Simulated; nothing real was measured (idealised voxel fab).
process module | voxel released beams
cross-section cut | 165 nm wide | cells 5 nm
A cross-section is a grid of square cells, given in bands from the top down. A band is one or more rows of cells.
Each band's line starts with the height of the band's top and of its bottom, in nm. Then come its materials from left to right, each with its width in nm. One material with "throughout" fills the band from edge to edge. "air" is empty space.
Height 0 is the level under which the wafer as received is all one material. The lowest band goes on downwards, as in "0 down".
A width such as "30 to 40" changes by the same amount from each row of cells to the next, from the band's top row to its bottom row.
"no change" after a step means that no cell of the cross-section changed.
closed voids: empty space of 8 cells or more with no open way to the top, each as width x height at its distance from the left edge, in nm
after a step's settings: what the simulator itself notes on the step
overlay nm, on a step with a mask: how far to the right of its planned place the mask lay; to the left if negative
plan
1 op RECEIVE | material Si
2 op CONFORMAL_DEP | material SiN | thk nm 5
3 op DIRECTIONAL_DEP | material SiO2 | thk nm 20
4 op DIRECTIONAL_DEP | material aC | thk nm 15
5 op PATTERN | tone open | mask id ANCHOR | material resist | width nm 30 | thk nm 30 | overlay nm 0
6 op DIRECTIONAL_ETCH | etch materials aC | depth nm 15
7 op STRIP | etch materials resist
8 op DIRECTIONAL_ETCH | etch materials SiO2 | depth nm 10
9 op STRIP | etch materials aC
10 op CONFORMAL_DEP | material polySi | thk nm 10
11 op PATTERN | tone cover | mask id BEAM | material resist | width nm 75 | thk nm 15 | overlay nm 0
12 op DIRECTIONAL_ETCH | etch materials polySi | depth nm 10
13 op STRIP | etch materials resist
14 op STRIP | etch materials SiO2
varied across the wafers: depth nm of step 8. The plan shows the first wafer's value. All wafers start alike
first wafer as received, after step 1
  0 down: Si throughout
  closed voids: none
each wafer at the end: cells of each material gained (+) or lost (-) since it was received, then its closed voids
depth nm 10 | +33 SiN | closed voids: none
depth nm 15 | +33 SiN | closed voids: none
depth nm 20 | +33 SiN | +46 polySi | closed voids: none
depth nm 25 | +33 SiN | +46 polySi | closed voids: none
depth nm 30 | +33 SiN | +46 polySi | closed voids: none
depth nm 35 | +33 SiN | +46 polySi | closed voids: none
